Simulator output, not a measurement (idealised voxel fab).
You're looking at the process module voxel gate over fins.
Cross-section cut: width 300 nm, square cells of 5 nm.
This document writes a cross-section as a grid whose cells are square, and gives it as bands, listed from the top down; one or more rows of cells form a band.
What a band's entry tells you: where the top is and where the bottom is, as heights in nm, and after that what lies inside, material by material from left to right, each with its width in nm. Empty space is written as the word "blank", and a single material marked with the word "edge to edge" occupies the band from edge to edge.
We count height from 0. Below that, the starting wafer is all one material. The lowest band never ends at the bottom but goes on down; see "z 0 and below" for how that is written.
Graded width ("30..40"): value in top row of band = first number; value in bottom row = second number; row-to-row change constant.
"changes: none" means the step left every cell of the cross-section as it was.
"Enclosed internal cavities" means: voids of 8 cells or more that are shut off from the top with no open way through. Written width x height at distance, distance from the left edge, in nm.
Where a step's line continues beyond its settings, the continuation is a remark by the simulator itself on that step.
A step's line can hold "overlay nm"; with a mask on that step, the setting says how far right of the planned place the mask lay, while a negative setting says it lay to the left.

PLANNED PROCESS STEPS
1) RECEIVE: material Si
2) CONFORMAL_DEP: material SiN, thk nm 5
3) MASKED_ETCH: tone cover, mask id FINS, width nm 15, pitch nm 45, etch materials SiN, depth nm 5, overlay nm 0
4) MASKED_ETCH: tone cover, mask id FINS, width nm 15, pitch nm 45, etch materials Si, depth nm 35, overlay nm 0
5) FILL_DEP: material SiO2, thk nm 5
6) CMP: height nm 5
7) SELECTIVE_ETCH: etch materials SiO2, depth nm 20
8) STRIP: etch materials SiN
9) CONFORMAL_DEP: material HfO2, thk nm 5
10) CONFORMAL_DEP: material TiN, thk nm 5
11) CONFORMAL_DEP: material TiAl, thk nm 5
12) CONFORMAL_DEP: material TiN, thk nm 5
13) FILL_DEP: material W, thk nm 10
14) CMP: height nm 25
15) CONFORMAL_DEP: material SiCN, thk nm 5

ON THE FIRST OF THE TWO WAFERS: RUN CONDUCTED ACCORDING TO PLAN

DELIVERED WAFER IN CROSS-SECTION: STATE AFTER STEP 1
  z 0 and below | Si edge to edge
  Enclosed internal cavities: none

YOU'RE LOOKING AT A CROSS-SECTION OF THE WAFER AFTER STEP 2
  z 5 to 0 | SiN edge to edge
  Below a height of 0, the structure has not been altered.

YOU'RE LOOKING AT A CROSS-SECTION OF THE WAFER AFTER STEP 3
  z 5 to 0 | blank (120) / SiN (15) / blank (30) / SiN (15) / blank (120)
  Below a height of 0, the structure has not been altered.

YOU'RE LOOKING AT A CROSS-SECTION OF THE WAFER AFTER STEP 4
  z 5 to 0 | blank (120) / SiN (15) / blank (30) / SiN (15) / blank (120)
  z 0 to -35 | blank (120) / Si (15) / blank (30) / Si (15) / blank (120)
  Below a height of -35, the structure has not been altered.

YOU'RE LOOKING AT A CROSS-SECTION OF THE WAFER AFTER STEP 5
  z 10 to 5 | SiO2 edge to edge
  z 5 to 0 | SiO2 (120) / SiN (15) / SiO2 (30) / SiN (15) / SiO2 (120)
  z 0 to -35 | SiO2 (120) / Si (15) / SiO2 (30) / Si (15) / SiO2 (120)
  Below a height of -35, the structure has not been altered.

YOU'RE LOOKING AT A CROSS-SECTION OF THE WAFER AFTER STEP 6
  z 5 to 0 | SiO2 (120) / SiN (15) / SiO2 (30) / SiN (15) / SiO2 (120)
  Below a height of 0, the structure has not been altered.

YOU'RE LOOKING AT A CROSS-SECTION OF THE WAFER AFTER STEP 7
  z 5 to 0 | blank (120) / SiN (15) / blank (30) / SiN (15) / blank (120)
  z 0 to -15 | blank (120) / Si (15) / blank (30) / Si (15) / blank (120)
  Below a height of -15, the structure has not been altered.

YOU'RE LOOKING AT A CROSS-SECTION OF THE WAFER AFTER STEP 8
  z 0 to -15 | blank (120) / Si (15) / blank (30) / Si (15) / blank (120)
  Below a height of -15, the structure has not been altered.

YOU'RE LOOKING AT A CROSS-SECTION OF THE WAFER AFTER STEP 9
  z 5 to 0 | blank (115) / HfO2 (25) / blank (20) / HfO2 (25) / blank (115)
  z 0 to -10 | blank (115) / HfO2 (5) / Si (15) / HfO2 (5) / blank (20) / HfO2 (5) / Si (15) / HfO2 (5) / blank (115)
  z -10 to -15 | HfO2 (120) / Si (15) / HfO2 (30) / Si (15) / HfO2 (120)
  Below a height of -15, the structure has not been altered.

YOU'RE LOOKING AT A CROSS-SECTION OF THE WAFER AFTER STEP 10
  z 10 to 5 | blank (110) / TiN (35) / blank (10) / TiN (35) / blank (110)
  z 5 to 0 | blank (110) / TiN (5) / HfO2 (25) / TiN (5) / blank (10) / TiN (5) / HfO2 (25) / TiN (5) / blank (110)
  z 0 to -5 | blank (110) / TiN (5) / HfO2 (5) / Si (15) / HfO2 (5) / TiN (5) / blank (10) / TiN (5) / HfO2 (5) / Si (15) / HfO2 (5) / TiN (5) / blank (110)
  z -5 to -10 | TiN (115) / HfO2 (5) / Si (15) / HfO2 (5) / TiN (20) / HfO2 (5) / Si (15) / HfO2 (5) / TiN (115)
  Below a height of -10, the structure has not been altered.

YOU'RE LOOKING AT A CROSS-SECTION OF THE WAFER AFTER STEP 11
  z 15 to 10 | blank (105) / TiAl (90) / blank (105)
  z 10 to 5 | blank (105) / TiAl (5) / TiN (35) / TiAl (10) / TiN (35) / TiAl (5) / blank (105)
  z 5 to 0 | blank (105) / TiAl (5) / TiN (5) / HfO2 (25) / TiN (5) / TiAl (10) / TiN (5) / HfO2 (25) / TiN (5) / TiAl (5) / blank (105)
  z 0 to -5 | TiAl (110) / TiN (5) / HfO2 (5) / Si (15) / HfO2 (5) / TiN (5) / TiAl (10) / TiN (5) / HfO2 (5) / Si (15) / HfO2 (5) / TiN (5) / TiAl (110)
  Below a height of -5, the structure has not been altered.

YOU'RE LOOKING AT A CROSS-SECTION OF THE WAFER AFTER STEP 12
  z 20 to 15 | blank (100) / TiN (100) / blank (100)
  z 15 to 10 | blank (100) / TiN (5) / TiAl (90) / TiN (5) / blank (100)
  z 10 to 5 | blank (100) / TiN (5) / TiAl (5) / TiN (35) / TiAl (10) / TiN (35) / TiAl (5) / TiN (5) / blank (100)
  z 5 to 0 | TiN (105) / TiAl (5) / TiN (5) / HfO2 (25) / TiN (5) / TiAl (10) / TiN (5) / HfO2 (25) / TiN (5) / TiAl (5) / TiN (105)
  Below a height of 0, the structure has not been altered.

YOU'RE LOOKING AT A CROSS-SECTION OF THE WAFER AFTER STEP 13
  z 30 to 20 | W edge to edge
  z 20 to 15 | W (100) / TiN (100) / W (100)
  z 15 to 10 | W (100) / TiN (5) / TiAl (90) / TiN (5) / W (100)
  z 10 to 5 | W (100) / TiN (5) / TiAl (5) / TiN (35) / TiAl (10) / TiN (35) / TiAl (5) / TiN (5) / W (100)
  Below a height of 5, the structure has not been altered.

YOU'RE LOOKING AT A CROSS-SECTION OF THE WAFER AFTER STEP 14
  z 25 to 20 | W edge to edge
  Below a height of 20, the structure has not been altered.

YOU'RE LOOKING AT A CROSS-SECTION OF THE WAFER AFTER STEP 15
  z 30 to 25 | SiCN edge to edge
  Below a height of 25, the structure has not been altered.

THE SECOND WAFER WAS PREPARED FROM THE SAME STARTING POINT AND UNDER THE SAME PLAN AS THE FIRST; ITS PROCESSING CONTAINED ONE MISTAKE, AND IT REMAINS INDISTINGUISHABLE FROM THE FIRST WAFER UP TO AND INCLUDING STEP 4

CROSS-SECTION: SECOND WAFER, TIME AT WHICH STEP 5 WAS SCHEDULED TO END
  z 10 to 5 | W edge to edge
  z 5 to 0 | W (120) / SiN (15) / W (30) / SiN (15) / W (120)
  z 0 to -35 | W (120) / Si (15) / W (30) / Si (15) / W (120)
  Below a height of -35, the structure has not been altered.

CROSS-SECTION: SECOND WAFER, TIME AT WHICH STEP 6 WAS SCHEDULED TO END
  z 5 to 0 | W (120) / SiN (15) / W (30) / SiN (15) / W (120)
  Below a height of 0, the structure has not been altered.

Cross-section: second wafer, time at which step 7 was scheduled to end: changes: none

CROSS-SECTION: SECOND WAFER, TIME AT WHICH STEP 8 WAS SCHEDULED TO END
  z 5 to 0 | W (120) / blank (15) / W (30) / blank (15) / W (120)
  Below a height of 0, the structure has not been altered.

CROSS-SECTION: SECOND WAFER, TIME AT WHICH STEP 9 WAS SCHEDULED TO END
  z 10 to 5 | HfO2 (125) / blank (5) / HfO2 (40) / blank (5) / HfO2 (125)
  z 5 to 0 | W (120) / HfO2 (15) / W (30) / HfO2 (15) / W (120)
  Below a height of 0, the structure has not been altered.

CROSS-SECTION: SECOND WAFER, TIME AT WHICH STEP 10 WAS SCHEDULED TO END
  z 15 to 10 | TiN edge to edge
  z 10 to 5 | HfO2 (125) / TiN (5) / HfO2 (40) / TiN (5) / HfO2 (125)
  Below a height of 5, the structure has not been altered.

CROSS-SECTION: SECOND WAFER, TIME AT WHICH STEP 11 WAS SCHEDULED TO END
  z 20 to 15 | TiAl edge to edge
  Below a height of 15, the structure has not been altered.

CROSS-SECTION: SECOND WAFER, TIME AT WHICH STEP 12 WAS SCHEDULED TO END
  z 25 to 20 | TiN edge to edge
  Below a height of 20, the structure has not been altered.

CROSS-SECTION: SECOND WAFER, TIME AT WHICH STEP 13 WAS SCHEDULED TO END
  z 35 to 25 | W edge to edge
  Below a height of 25, the structure has not been altered.

CROSS-SECTION: SECOND WAFER, TIME AT WHICH STEP 14 WAS SCHEDULED TO END
  z 25 to 20 | TiN edge to edge
  Below a height of 20, the structure has not been altered.

CROSS-SECTION: SECOND WAFER, TIME AT WHICH STEP 15 WAS SCHEDULED TO END
  z 30 to 25 | SiCN edge to edge
  Below a height of 25, the structure has not been altered.
Where did the run depart from the plan? step 5 deviated from plan and actually ran as FILL_DEP: material W, thk nm 5
In the final state, the cell counts of the second wafer exceed or fall short of those of the first for the following materials: HfO2 -8; SiO2 -216; TiAl -12; TiN -16; W +252
